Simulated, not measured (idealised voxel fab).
Name of the process module below: voxel transistor to metal
Square cells of 5 nm make up the cross-section cut, whose width is 165 nm.
Cross-section format: a grid of square cells, given as bands from top to bottom; each band is one or more rows of cells.
It is stipulated that each band's entry specify, in nanometres, the height of the top of the band and then that of its bottom, followed by the materials of the band in left-to-right sequence, each together with its width in nanometres. A single material marked by the word "everywhere" is understood to fill the band from edge to edge; the word "empty" is understood to denote empty space.
Convention: height 0 is the level below which the wafer, as received, is all one material. The lowest band does not terminate at the bottom but continues downward, represented as "0 nm and below".
A width given as "30 to 40" starts at the first number in the band's top row and ends at the second number in its bottom row, shifting by an equal amount at every step from row to row.
"nothing got changed" -> step changed no cross-section cell.
In "Closed void roster" the enclosed voids are listed, meaning empty spaces of 8 cells or larger without any opening to the top. The form is width x height at distance, distance from the left edge, units nm.
It should be noted that, on the line of a given step, the content following the step's settings is a remark produced by the simulator itself with respect to that step.
overlay nm: how far to the right of its planned place the mask lay on this masked step (negative: to the left).
[Below is the list of planned process steps]
| 1 | op RECEIVE | material Si |
| 2 | op OXIDIZE | depth nm 5 |
| 3 | op CONFORMAL_DEP | material SiN | thk nm 15 |
| 4 | op DIRECTIONAL_DEP | material aC | thk nm 10 |
| 5 | op PATTERN | tone cover | mask id ACTIVE | material resist | width nm 115 | thk nm 25 | overlay nm 0 |
| 6 | op DIRECTIONAL_ETCH | etch materials aC | depth nm 10 |
| 7 | op STRIP | etch materials resist |
| 8 | op DIRECTIONAL_ETCH | etch materials SiN | depth nm 15 |
| 9 | op DIRECTIONAL_ETCH | etch materials SiO2 | depth nm 5 |
| 10 | op DIRECTIONAL_ETCH | etch materials Si | depth nm 25 |
| 11 | op STRIP | etch materials aC |
| 12 | op OXIDIZE | depth nm 5 |
| 13 | op FILL_DEP | material SiO2 | thk nm 15 |
| 14 | op CMP | height nm 15 |
| 15 | op SELECTIVE_ETCH | etch materials SiO2 | depth nm 5 |
| 16 | op STRIP | etch materials SiN |
| 17 | op SELECTIVE_ETCH | etch materials SiO2 | depth nm 5 |
| 18 | op OXIDIZE | depth nm 5 |
| 19 | op DIRECTIONAL_DEP | material polySi | thk nm 25 |
| 20 | op DIRECTIONAL_DEP | material SiCN | thk nm 15 |
| 21 | op PATTERN | tone cover | mask id GATE | material resist | width nm 35 | thk nm 20 | overlay nm 0 |
| 22 | op DIRECTIONAL_ETCH | etch materials SiCN | depth nm 25 |
| 23 | op DIRECTIONAL_ETCH | etch materials polySi | depth nm 35 |
| 24 | op STRIP | etch materials resist |
| 25 | op CONFORMAL_DEP | material SiN | thk nm 5 |
| 26 | op DIRECTIONAL_ETCH | etch materials SiN | depth nm 5 |
| 27 | op DIRECTIONAL_ETCH | etch materials SiO2 | depth nm 5 |
| 28 | op DIRECTIONAL_ETCH | etch materials Si | depth nm 15 |
| 29 | op EPI | material pSi | thk nm 15 |
| 30 | op FILL_DEP | material SiO2 | thk nm 10 |
| 31 | op CMP | height nm 20 |
| 32 | op STRIP | etch materials polySi |
| 33 | op SELECTIVE_ETCH | etch materials SiO2 | depth nm 5 |
| 34 | op CONFORMAL_DEP | material HfO2 | thk nm 5 |
| 35 | op CONFORMAL_DEP | material TiN | thk nm 5 |
| 36 | op FILL_DEP | material W | thk nm 5 |
| 37 | op CMP | height nm 15 |
| 38 | op DIRECTIONAL_DEP | material SiO2 | thk nm 15 |
| 39 | op DIRECTIONAL_DEP | material aC | thk nm 15 |
| 40 | op PATTERN | tone open | mask id CONTACT | material resist | width nm 15 | pitch nm 80 | thk nm 35 | overlay nm 0 |
| 41 | op DIRECTIONAL_ETCH | etch materials aC | depth nm 15 |
| 42 | op STRIP | etch materials resist |
| 43 | op DIRECTIONAL_ETCH | etch materials SiO2 | depth nm 40 |
| 44 | op STRIP | etch materials aC |
| 45 | op CONFORMAL_DEP | material TiN | thk nm 5 |
| 46 | op FILL_DEP | material W | thk nm 10 |
| 47 | op CMP | height nm 30 |
| 48 | op CONFORMAL_DEP | material SiCN | thk nm 5 |
| 49 | op DIRECTIONAL_DEP | material lowk | thk nm 20 |
| 50 | op PATTERN | tone open | mask id METAL_1 | material resist | width nm 15 | pitch nm 80 | thk nm 15 | overlay nm 0 |
| 51 | op DIRECTIONAL_ETCH | etch materials lowk | depth nm 20 |
| 52 | op DIRECTIONAL_ETCH | etch materials SiCN | depth nm 5 |
| 53 | op STRIP | etch materials resist |
| 54 | op CONFORMAL_DEP | material TiN | thk nm 5 |
| 55 | op FILL_DEP | material Cu | thk nm 5 |
| 56 | op CMP | height nm 55 |
| 57 | op CONFORMAL_DEP | material SiCN | thk nm 5 |
| 58 | op DIRECTIONAL_DEP | material SiO2 | thk nm 35 |
| 59 | op PATTERN | tone open | mask id METAL_2 | material resist | width nm 15 | pitch nm 80 | thk nm 20 | overlay nm 0 |
| 60 | op DIRECTIONAL_ETCH | etch materials SiO2 | depth nm 20 |
| 61 | op STRIP | etch materials resist |
| 62 | op MASKED_ETCH | tone open | mask id METAL_2_HOLES | width nm 15 | pitch nm 80 | etch materials SiO2 | depth nm 15 | overlay nm 0 |
| 63 | op MASKED_ETCH | tone open | mask id METAL_2_HOLES | width nm 15 | pitch nm 80 | etch materials SiCN | depth nm 5 | overlay nm 0 |
| 64 | op CONFORMAL_DEP | material TiN | thk nm 5 |
| 65 | op FILL_DEP | material Ru | thk nm 10 |
| 66 | op CMP | height nm 95 |
| 67 | op CONFORMAL_DEP | material SiCN | thk nm 5 |
[This is the cross-section of the wafer as we received it, i.e. after step 1]
> 0 nm and below  Si everywhere
> Closed void roster: none
[One mistake in running the module, otherwise start and plan as above: cross-section at the end]
> 100 nm to 95 nm  SiCN everywhere
> 95 nm to 60 nm  35 nm SiO2, then 5 nm TiN, then 5 nm Ru, then 5 nm TiN, then 65 nm SiO2, then 5 nm TiN, then 5 nm Ru, then 5 nm TiN, then 35 nm SiO2
> 60 nm to 55 nm  35 nm SiCN, then 15 nm TiN, then 65 nm SiCN, then 15 nm TiN, then 35 nm SiCN
> 55 nm to 35 nm  35 nm lowk, then 5 nm TiN, then 5 nm Cu, then 5 nm TiN, then 65 nm lowk, then 5 nm TiN, then 5 nm Cu, then 5 nm TiN, then 35 nm lowk
> 35 nm to 30 nm  35 nm SiCN, then 15 nm TiN, then 65 nm SiCN, then 15 nm TiN, then 35 nm SiCN
> 30 nm to 15 nm  35 nm SiO2, then 5 nm TiN, then 5 nm W, then 5 nm TiN, then 65 nm SiO2, then 5 nm TiN, then 5 nm W, then 5 nm TiN, then 35 nm SiO2
> 15 nm to 10 nm  35 nm SiO2, then 5 nm TiN, then 5 nm W, then 5 nm TiN, then 10 nm SiO2, then 5 nm SiN, then 5 nm HfO2, then 5 nm SiCN, then 15 nm W, then 5 nm SiCN, then 5 nm HfO2, then 5 nm SiN, then 10 nm SiO2, then 5 nm TiN, then 5 nm W, then 5 nm TiN, then 35 nm SiO2
> 10 nm to 5 nm  35 nm SiO2, then 15 nm TiN, then 10 nm SiO2, then 5 nm SiN, then 5 nm HfO2, then 5 nm SiCN, then 15 nm W, then 5 nm SiCN, then 5 nm HfO2, then 5 nm SiN, then 10 nm SiO2, then 15 nm TiN, then 35 nm SiO2
> 5 nm to 0 nm  20 nm SiO2, then 5 nm SiN, then 10 nm SiO2, then 10 nm TiN, then 15 nm pSi, then 5 nm SiN, then 5 nm HfO2, then 5 nm SiCN, then 15 nm W, then 5 nm SiCN, then 5 nm HfO2, then 5 nm SiN, then 15 nm pSi, then 10 nm TiN, then 10 nm SiO2, then 5 nm SiN, then 20 nm SiO2
> 0 nm to -5 nm  20 nm SiO2, then 5 nm SiN, then 10 nm SiO2, then 10 nm TiN, then 15 nm pSi, then 5 nm SiN, then 5 nm HfO2, then 25 nm SiCN, then 5 nm HfO2, then 5 nm SiN, then 15 nm pSi, then 10 nm TiN, then 10 nm SiO2, then 5 nm SiN, then 20 nm SiO2
> -5 nm to -10 nm  35 nm SiO2, then 10 nm TiN, then 15 nm pSi, then 45 nm HfO2, then 15 nm pSi, then 10 nm TiN, then 35 nm SiO2
> -10 nm to -25 nm  30 nm SiO2, then 30 nm pSi, then 45 nm Si, then 30 nm pSi, then 30 nm SiO2
> -25 nm to -35 nm  30 nm SiO2, then 105 nm Si, then 30 nm SiO2
> -35 nm and below  Si everywhere
> Closed void roster: none
Which mistake was made when the wafer was run? in deviation from the planned setting, step 35 was conducted as op CONFORMAL_DEP | material SiCN | thk nm 5
